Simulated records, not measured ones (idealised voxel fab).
Process module, titled voxel local oxidation
Pictured: cross-section cut, 220 nm wide, on a grid of 5 nm square cells.
A cross-section in this document is a grid of square cells, and it is written down as bands, the top band listed before the ones below it; a band is made up of one or more rows of cells. Basically the band line says how high the top is and how high the bottom is, in nm, and then what's in it from left to right, every material with its width in nm. Empty space shows up as "blank", and if a single material carries "throughout" it runs the full band edge to edge. Ref level 0: as-received wafer is one material below here. Bottom band extends down with no lower bound ("0 down"). The notation "30 to 40" denotes a width that varies across the rows of cells in the band, beginning at the first number in the top row, finishing at the second number in the bottom row, and changing by an identical amount from each row to the next. The designation "nothing changed", where it is given for a processing step, indicates that no cell of the cross-section was altered in the course of that step. What "Fully sealed voids" gives you is every empty space of 8 cells or more that is cut off from the top. Each appears as width x height at distance, with the distance taken from the left edge and width, height and distance all in nm. Formally, on a step line, whatever follows the settings is a remark that the simulator itself makes on the step. overlay nm: right-of-plan distance of the mask on a masked step; negative values mean left-of-plan.

## This section lists the process steps that were planned
1: RECEIVE, material Si
2: CONFORMAL_DEP, material SiO2, thk nm 5
3: CONFORMAL_DEP, material SiN, thk nm 10
4: MASKED_ETCH, tone cover, mask id ACTIVE, width nm 85, etch materials SiN, depth nm 10, overlay nm 0
5: SELECTIVE_ETCH, etch materials SiO2, depth nm 5
6: OXIDIZE, depth nm 15
7: STRIP, etch materials SiN
It is noted that the wafers described herein are identical at the outset and are distinguished by the width nm of step 4; the value stated in the plan corresponds to the first wafer.

## So this is the first of several wafers, cross-sectioned as it came to us, meaning it's at the end of step 1
    0 down | Si throughout
    Fully sealed voids: none

## At the end of the module, after its last step, step 7, the first of several wafers appears in cross-section as follows
    5 to 0 | 70 blank | 75 SiO2 | 75 blank
    0 to -15 | 85 SiO2 | 45 Si | 90 SiO2
    -15 down | Si throughout
    Fully sealed voids: none

## Final wafer of several, shown in cross-section at the end of the module
    5 to 0 | 60 blank | 100 SiO2 | 60 blank
    0 to -15 | 75 SiO2 | 70 Si | 75 SiO2
    -15 down | Si throughout
    Fully sealed voids: none

## The rows of the table below are wafers. Looking at the end of the module, a row counts, for every material, the cells the wafer has gained, shown as (+), or lost, shown as (-), since it was received; its closed voids come next
width nm 85 | -105 Si | +120 SiO2 | Fully sealed voids: none
width nm 90 | -102 Si | +118 SiO2 | Fully sealed voids: none
width nm 95 | -99 Si | +116 SiO2 | Fully sealed voids: none
width nm 100 | -96 Si | +114 SiO2 | Fully sealed voids: none
width nm 105 | -93 Si | +112 SiO2 | Fully sealed voids: none
width nm 110 | -90 Si | +110 SiO2 | Fully sealed voids: none
